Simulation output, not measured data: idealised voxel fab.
voxel air gaps: a process module
The width of the displayed cross-section, cut, is 270 nm; its cells are square, with a size of 5 nm.
Notation: cross-section as square-cell grid; stated in bands, top first, going down; one or more cell rows per band. Quick guide to a band line: top height, bottom height (nm) up front; then every material left to right with its width in nm. Only one material and it's marked "throughout"? Then it fills the band edge to edge. And "air" just means empty space. Height datum 0, below which the as-received substrate wafer is one material. Lowest band open at the bottom, running downward: "0 nm and below". Note: "30..40" means the width goes from the first number (top row of the band) to the second number (bottom row) in equal steps per row of cells. Step note "no alterations made" = no cross-section cell changed. If an empty space has no open way to the top and is at least 8 cells in size, "Voids, enclosed" lists it, written width x height at distance, where distance is measured from the left edge and every value is in nm. Where a step's line continues beyond its settings, the continuation is a remark by the simulator itself on that step. The optional step-line setting "overlay nm" applies to steps with a mask and quantifies how far to the right of its planned location the mask lay, a negative value indicating leftward placement.

Here's what the planned process steps look like
1. RECEIVE [material Si]
2. CONFORMAL_DEP [material SiO2] [thk nm 10]
3. CONFORMAL_DEP [material SiCN] [thk nm 5]
4. DIRECTIONAL_DEP [material lowk] [thk nm 40]
5. DIRECTIONAL_DEP [material aC] [thk nm 15]
6. PATTERN [tone open] [mask id LINES] [material resist] [width nm 15] [pitch nm 40] [thk nm 35] [overlay nm 0]
7. DIRECTIONAL_ETCH [etch materials aC] [depth nm 15]
8. STRIP [etch materials resist]
9. DIRECTIONAL_ETCH [etch materials lowk] [depth nm 40]
10. STRIP [etch materials aC]
11. CONFORMAL_DEP [material TiN] [thk nm 5]
12. FILL_DEP [material W] [thk nm 10]
13. CMP [height nm 55]
14. EPI [material Ru] [thk nm 10]
15. SELECTIVE_ETCH [etch materials lowk] [depth nm 50]
16. CONFORMAL_DEP [material SiCN] [thk nm 5]

Cross-section of the incoming wafer, state after step 1
  0 nm and below  Si throughout
  Voids, enclosed: none

The cross-section shown corresponds to the wafer at the conclusion of the module. The initial structure and the process plan are those presented above; however, one mistake occurred in executing the plan
  70 nm to 65 nm  SiCN throughout
  65 nm to 55 nm  Ru throughout
  55 nm to 50 nm  TiN (90), W (5), TiN (35), W (5), TiN (35), W (5), TiN (95)
  50 nm to 15 nm  lowk (85), TiN (5), W (5), TiN (5), lowk (25), TiN (5), W (5), TiN (5), lowk (25), TiN (5), W (5), TiN (5), lowk (90)
  15 nm to 10 nm  lowk (85), TiN (15), lowk (25), TiN (15), lowk (25), TiN (15), lowk (90)
  10 nm to 5 nm  SiCN throughout
  5 nm to 0 nm  SiO2 throughout
  0 nm and below  Si throughout
  Voids, enclosed: none
The plan and the run diverged here: so step 2 ended up running with a different setting than we planned, it ran as CONFORMAL_DEP [material SiO2] [thk nm 5]
